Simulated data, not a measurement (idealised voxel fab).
This is a process module. Its name is voxel air gaps.
Section cut is 230 nm wide and gridded with 5 nm square cells.
A cross-section in this document is a grid of square cells, and it is written down as bands, the top band listed before the ones below it; a band is made up of one or more rows of cells.
Each band's line starts with the height of the band's top and of its bottom, in nm. Then come its materials from left to right, each with its width in nm. One material with "everywhere" fills the band from edge to edge. "air" is empty space.
Note: height 0 marks the level under which the wafer is uniformly one material as received. Lowest band unbounded below, written "0 -> down".
A width given as "30 to 40" starts at the first number in the band's top row and ends at the second number in its bottom row, shifting by an equal amount at every step from row to row.
"stayed the same", as given for a step, is the statement that not any cell of the cross-section underwent a change during that step.
If an empty space has no open way to the top and is at least 8 cells in size, "Closed void roster" lists it, written width x height at distance, where distance is measured from the left edge and every value is in nm.
On a step's line, text after the settings is the simulator commenting on that step.
overlay nm, on a step with a mask: how far to the right of its planned place the mask lay; to the left if negative

Steps in the process plan
1: RECEIVE: material Si
2: CONFORMAL_DEP: material SiO2, thk nm 10
3: CONFORMAL_DEP: material SiN, thk nm 5
4: DIRECTIONAL_DEP: material lowk, thk nm 40
5: DIRECTIONAL_DEP: material aC, thk nm 15
6: PATTERN: tone open, mask id LINES, material resist, width nm 20, pitch nm 45, thk nm 30, overlay nm 0
7: DIRECTIONAL_ETCH: etch materials aC, depth nm 15
8: STRIP: etch materials resist
9: DIRECTIONAL_ETCH: etch materials lowk, depth nm 40
10: STRIP: etch materials aC
11: CONFORMAL_DEP: material TiN, thk nm 5
12: FILL_DEP: material Cu, thk nm 5
13: CMP: height nm 55
14: EPI: material Ru, thk nm 10
15: SELECTIVE_ETCH: etch materials lowk, depth nm 50
16: CONFORMAL_DEP: material SiCN, thk nm 5

Cross-section of the wafer as it came to us, i.e., already through step 1
    0 -> down = Si everywhere
    Closed void roster: none

As-planned run: cross-section of the first of two wafers at end of module
    70 -> 65 = air (45); SiCN (140); air (45)
    65 -> 55 = air (45); SiCN (5); Ru (40); SiCN (5); Ru (40); SiCN (5); Ru (40); SiCN (5); air (45)
    55 -> 50 = air (45); SiCN (15); TiN (5); Cu (10); TiN (5); SiCN (25); TiN (5); Cu (10); TiN (5); SiCN (25); TiN (5); Cu (10); TiN (5); SiCN (15); air (45)
    50 -> 20 = air (55); SiCN (5); TiN (5); Cu (10); TiN (5); SiCN (5); air (15); SiCN (5); TiN (5); Cu (10); TiN (5); SiCN (5); air (15); SiCN (5); TiN (5); Cu (10); TiN (5); SiCN (5); air (55)
    20 -> 15 = SiCN (60); TiN (20); SiCN (25); TiN (20); SiCN (25); TiN (20); SiCN (60)
    15 -> 10 = SiN everywhere
    10 -> 0 = SiO2 everywhere
    0 -> down = Si everywhere
    Closed void roster: 15 x 30 at 85; 15 x 30 at 130

End-of-module cross-section of the second wafer: identical starting point and process plan to the first, with one processing mistake
    70 -> 65 = air (45); SiCN (140); air (45)
    65 -> 55 = air (45); SiCN (5); Ru (40); SiCN (5); Ru (40); SiCN (5); Ru (40); SiCN (5); air (45)
    55 -> 20 = air (45); SiCN (5); Ru (10); TiN (5); Cu (10); TiN (5); Ru (10); SiCN (5); Ru (10); TiN (5); Cu (10); TiN (5); Ru (10); SiCN (5); Ru (10); TiN (5); Cu (10); TiN (5); Ru (10); SiCN (5); air (45)
    20 -> 15 = SiCN (50); Ru (10); TiN (20); Ru (10); SiCN (5); Ru (10); TiN (20); Ru (10); SiCN (5); Ru (10); TiN (20); Ru (10); SiCN (50)
    15 -> 10 = SiN everywhere
    10 -> 0 = SiO2 everywhere
    0 -> down = Si everywhere
    Closed void roster: none
Where did the run depart from the plan? order of steps 14 and 15 inverted relative to the plan
Once processing is complete, comparing cell counts shows that the second wafer has more or fewer of certain materials than the first: Ru: 96 more; SiCN: 36 fewer
Final observation: first wafer, 2 closed voids; second wafer, 0 closed voids.
